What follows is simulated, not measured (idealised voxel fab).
Title: Process Module voxel trench capacitor
For reference, the cross-section in this document is cut, with width 280 nm and square cells of 5 nm.
Reading order for cross-sections: top band down to bottom band. Underlying form: a grid of square cells. Band size: one or more rows of cells.
Heads up on the band format: heights come first, top then bottom, in nm. After that it's the materials left to right, each with its width in nm. A single material flagged "everywhere" fills the whole band edge to edge, and "empty" means there's empty space there.
Height reference: 0 = level under which incoming wafer is all one material. Lowest band: no bottom, runs on downward, e.g. "z 0 and below".
Width "30->40": first value at the band's top row of cells, second value at its bottom row, equal change from row to row.
What does "no change" mean for a step? It means no cell of the cross-section changed in that step.
The entry titled "Enclosed void entries" provides the empty spaces that have no open way to the top, restricted to those of 8 cells or more. Each is presented as width x height at distance, the distance being measured from the left edge, with all three in nm.
On a step's line, text after the settings is the simulator commenting on that step.
"overlay nm", when on a step's line for a step with a mask, measures how far to the right of its planned place the mask lay; a negative measure means to the left.

-- List of planned process steps
1) RECEIVE: material Si
2) CONFORMAL_DEP: material SiN, thk nm 5
3) PATTERN: tone open, mask id TRENCH, material resist, width nm 25, pitch nm 45, thk nm 15, overlay nm 0
4) DIRECTIONAL_ETCH: etch materials SiN, depth nm 10
5) DIRECTIONAL_ETCH: etch materials Si, depth nm 35
6) STRIP: etch materials resist
7) CONFORMAL_DEP: material Al2O3, thk nm 5
8) FILL_DEP: material polySi, thk nm 10
9) CMP: height nm 10
Where the wafers of this document differ is in the thk nm of step 2; they start out the same, and the plan states the value that applied to the first wafer.

-- First wafer of several, as received: cross-section after step 1
* z 0 and below  Si everywhere
* Enclosed void entries: none

-- Last step of the module is step 9; after it, the first of several wafers in cross-section
* z 10 to 5  Al2O3 65 nm; polySi 15 nm; Al2O3 30 nm; polySi 15 nm; Al2O3 30 nm; polySi 15 nm; Al2O3 30 nm; polySi 15 nm; Al2O3 65 nm
* z 5 to 0  SiN 60 nm; Al2O3 5 nm; polySi 15 nm; Al2O3 5 nm; SiN 20 nm; Al2O3 5 nm; polySi 15 nm; Al2O3 5 nm; SiN 20 nm; Al2O3 5 nm; polySi 15 nm; Al2O3 5 nm; SiN 20 nm; Al2O3 5 nm; polySi 15 nm; Al2O3 5 nm; SiN 60 nm
* z 0 to -30  Si 60 nm; Al2O3 5 nm; polySi 15 nm; Al2O3 5 nm; Si 20 nm; Al2O3 5 nm; polySi 15 nm; Al2O3 5 nm; Si 20 nm; Al2O3 5 nm; polySi 15 nm; Al2O3 5 nm; Si 20 nm; Al2O3 5 nm; polySi 15 nm; Al2O3 5 nm; Si 60 nm
* z -30 to -35  Si 60 nm; Al2O3 25 nm; Si 20 nm; Al2O3 25 nm; Si 20 nm; Al2O3 25 nm; Si 20 nm; Al2O3 25 nm; Si 60 nm
* z -35 and below  Si everywhere
* Enclosed void entries: none

-- A cross-section through the last wafer at the close of the module
* z 10 to 0  SiN everywhere
* z 0 and below  Si everywhere
* Enclosed void entries: none

-- Quick key for the table: a row per wafer, taken at the end of the module. For each material it tells you how many cells the wafer gained (+) or lost (-) since it came in, and the closed voids come after
thk nm 5 | +120 Al2O3 | -140 Si | +36 SiN | +96 polySi | Enclosed void entries: none
thk nm 10 | +84 Al2O3 | -140 Si | +72 SiN | +96 polySi | Enclosed void entries: none
thk nm 15 | +20 Al2O3 | +92 SiN | Enclosed void entries: none
thk nm 20 | +112 SiN | Enclosed void entries: none
thk nm 25 | +112 SiN | Enclosed void entries: none
